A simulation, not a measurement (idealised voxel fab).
voxel released beams: a process module
The cross-section on display is named cut; it measures 145 nm wide, and its cells are 5 nm squares.
A cross-section is written here as square cells arranged in a grid, and it is given in bands from the top down, each band taking up one or more rows of cells. In this notation a band is specified by the heights of its top and bottom, in that order and in nm, after which its materials appear from left to right, each paired with its width in nm. The word "throughout" attached to a single material means that material fills the band from edge to edge; the word "blank" stands for empty space. Zero point of the height axis is 0; under it, received wafer = one material. Lowest band: continues down indefinitely, "top 0, no bottom". So if you see something like "30->40" for the width, read it as the top row of the band sitting at the first number and the bottom row at the second, with every row in between moving by the same amount as the last. "no change occurred" for a step: no cell of the cross-section changed in that step. Any empty space of 8 cells or more lacking an open way to the top shows up in "Trapped cavities" as width x height at distance, distance from the left edge, in nm. Past the settings on a step's line: simulator remark, on that step. "overlay nm", when on a step's line for a step with a mask, measures how far to the right of its planned place the mask lay; a negative measure means to the left.

These are the steps we planned for the process
| 1 | RECEIVE (material Si) |
| 2 | CONFORMAL_DEP (material Al2O3; thk nm 5) |
| 3 | DIRECTIONAL_DEP (material SiO2; thk nm 15) |
| 4 | PATTERN (tone open; mask id ANCHOR; material resist; width nm 45; thk nm 15; overlay nm 0) |
| 5 | DIRECTIONAL_ETCH (etch materials SiO2; depth nm 15) |
| 6 | STRIP (etch materials resist) |
| 7 | CONFORMAL_DEP (material W; thk nm 15) |
| 8 | MASKED_ETCH (tone cover; mask id BEAM; width nm 95; etch materials W; depth nm 15; overlay nm 0) |
| 9 | STRIP (etch materials SiO2) |

Incoming wafer, cross-sectional view, post step 1
	top 0, no bottom: Si throughout
	Trapped cavities: none

Cross-section at module end, one run error; start and plan unchanged from above
	top 35, bottom 20: blank 20, then W 95, then blank 30
	top 20, bottom 5: W throughout
	top 5, bottom 0: Al2O3 throughout
	top 0, no bottom: Si throughout
	Trapped cavities: none
What was the processing mistake? so step 3 ended up running with a different setting than we planned, it ran as DIRECTIONAL_DEP (material W; thk nm 15)
